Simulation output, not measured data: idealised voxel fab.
voxel ribs on slabs: a process module
280 nm wide, 5 nm square cells: that's cross-section cut.
In what follows, cross-sections appear as grids of square cells, described through bands that run from the top down, where every band is one or more rows of cells. Heights first: top, then bottom, in nm. Then materials, left to right, each with a width in nm. "edge to edge" on a single material: fills the band edge to edge. "blank": empty space. Note: height 0 marks the level under which the wafer is uniformly one material as received. Lowest band unbounded below, written "0..down". You'd read "30 to 40" like this: the band's top row of cells is as wide as the first number, its bottom row is as wide as the second, and going down, every row changes width by the same amount as the row before did. Any step labelled "no modification" changed none of the cells in the cross-section. Entry "Enclosed internal cavities". Content: empty spaces with no open connection to the top, size 8 cells or greater. Each: width x height at distance. Distance: from left edge. Unit: nm. after a step's settings: what the simulator itself notes on the step. A step's line can hold "overlay nm"; with a mask on that step, the setting says how far right of the planned place the mask lay, while a negative setting says it lay to the left.

The planned process steps are enumerated hereunder:
1. RECEIVE (material Si)
2. DIRECTIONAL_DEP (material SiO2; thk nm 25)
3. DIRECTIONAL_DEP (material SiN; thk nm 25)
4. MASKED_ETCH (tone cover; mask id RIB; width nm 15; etch materials SiN; depth nm 15; overlay nm 0)
5. PATTERN (tone cover; mask id SLAB; material resist; width nm 45; thk nm 20; overlay nm 0)
6. DIRECTIONAL_ETCH (etch materials SiN; depth nm 10)
7. STRIP (etch materials resist)
8. FILL_DEP (material SiO2; thk nm 20)
9. CMP (height nm 65)
10. DIRECTIONAL_DEP (material TiN; thk nm 10)
11. DIRECTIONAL_DEP (material aC; thk nm 15)
12. PATTERN (tone cover; mask id HEATER; material resist; width nm 25; thk nm 35; overlay nm 0)
13. DIRECTIONAL_ETCH (etch materials aC; depth nm 15)
14. STRIP (etch materials resist)
15. DIRECTIONAL_ETCH (etch materials TiN; depth nm 10)
16. STRIP (etch materials aC)
17. CONFORMAL_DEP (material SiN; thk nm 10)
Every wafer here starts from the same state; it is the step 5 width nm that distinguishes them, and the value the plan gives belongs to the first wafer.

Sectional view: first of several wafers, as received, after step 1:
  0..down: Si edge to edge
  Enclosed internal cavities: none

Cross-section after step 17, the final step of the module, for the first of several wafers:
  85..75: blank 115 nm / SiN 45 nm / blank 120 nm
  75..65: SiN 125 nm / TiN 25 nm / SiN 130 nm
  65..50: SiO2 edge to edge
  50..35: SiO2 130 nm / SiN 15 nm / SiO2 135 nm
  35..25: SiO2 115 nm / SiN 45 nm / SiO2 120 nm
  25..0: SiO2 edge to edge
  0..down: Si edge to edge
  Enclosed internal cavities: none

End of module, last wafer sectioned:
  85..75: blank 115 nm / SiN 45 nm / blank 120 nm
  75..65: SiN 125 nm / TiN 25 nm / SiN 130 nm
  65..50: SiO2 edge to edge
  50..35: SiO2 130 nm / SiN 15 nm / SiO2 135 nm
  35..25: SiO2 105 nm / SiN 70 nm / SiO2 105 nm
  25..0: SiO2 edge to edge
  0..down: Si edge to edge
  Enclosed internal cavities: none

Below: a row per wafer. Contents at end of module: for every material, cells gained since receipt (+) or lost since receipt (-); then closed voids:
width nm 45; +147 SiN; +701 SiO2; +10 TiN; Enclosed internal cavities: none
width nm 50; +149 SiN; +699 SiO2; +10 TiN; Enclosed internal cavities: none
width nm 55; +151 SiN; +697 SiO2; +10 TiN; Enclosed internal cavities: none
width nm 60; +153 SiN; +695 SiO2; +10 TiN; Enclosed internal cavities: none
width nm 65; +155 SiN; +693 SiO2; +10 TiN; Enclosed internal cavities: none
width nm 70; +157 SiN; +691 SiO2; +10 TiN; Enclosed internal cavities: none
